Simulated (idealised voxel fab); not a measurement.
Name of the process module below: voxel plated lines
Xsec cut, 215 nm wide, square cell size 5 nm.
We lay out every cross-section as a grid of square cells and spell it out in bands from the top down, where one band means one or more rows of cells. First you get the band's top height and its bottom height, in nm, and then the materials it's made of, left to right, with each width in nm. If you see a single material with "full width", that one covers the band edge to edge. "blank" is empty space. Height is counted from the level 0, under which the received wafer is composed throughout of one material. The lowest of the bands is not closed at the bottom but continues downward, in the notation "0..down". The notation "30 to 40" denotes a width that varies across the rows of cells in the band, beginning at the first number in the top row, finishing at the second number in the bottom row, and changing by an identical amount from each row to the next. Step marked "remains unaltered"? Then no cell in the cross-section changed in it. The list in "Voids, fully enclosed" covers empty spaces of 8 cells or more that cannot reach the top through any open way, and it gives each as width x height at distance; the distance is from the left edge, and width, height and distance are in nm. On each step's line, the part that comes after the settings is the simulator's own comment on the step. A step's line can hold "overlay nm"; with a mask on that step, the setting says how far right of the planned place the mask lay, while a negative setting says it lay to the left.

# Process steps - plan
1: RECEIVE, material Si
2: CONFORMAL_DEP, material SiN, thk nm 10
3: DIRECTIONAL_DEP, material TiN, thk nm 5
4: PATTERN, tone open, mask id LINES, material resist, width nm 25, pitch nm 45, thk nm 40, overlay nm 0
5: EPI, material Ru, thk nm 10
6: EPI, material Ru, thk nm 10
7: EPI, material Ru, thk nm 10
8: STRIP, etch materials resist
9: DIRECTIONAL_ETCH, etch materials TiN, depth nm 5
10: CONFORMAL_DEP, material SiCN, thk nm 10

# Incoming wafer, cross-sectional view, post step 1
	0..down = Si full width
	Voids, fully enclosed: none

# first wafer at the end, as planned
	55..45 = blank=40, SiCN=135, blank=40
	45..20 = blank=40, SiCN=10, Ru=25, SiCN=20, Ru=25, SiCN=20, Ru=25, SiCN=10, blank=40
	20..15 = SiCN=50, Ru=25, SiCN=20, Ru=25, SiCN=20, Ru=25, SiCN=50
	15..10 = SiCN=50, TiN=25, SiCN=20, TiN=25, SiCN=20, TiN=25, SiCN=50
	10..0 = SiN full width
	0..down = Si full width
	Voids, fully enclosed: none

# second wafer at the end: like start, like plan, one mistake
	25..15 = SiCN full width
	15..5 = SiN full width
	5..0 = TiN full width
	0..down = Si full width
	Voids, fully enclosed: none
Heads up, the wafer didn't run the way we planned it: step 2 ran in the slot meant for step 3, and vice versa
Bottom line after processing is that, in cells, the second wafer is up or down on some materials versus the first: Ru: 90 fewer, SiCN: 84 fewer, TiN: 28 more
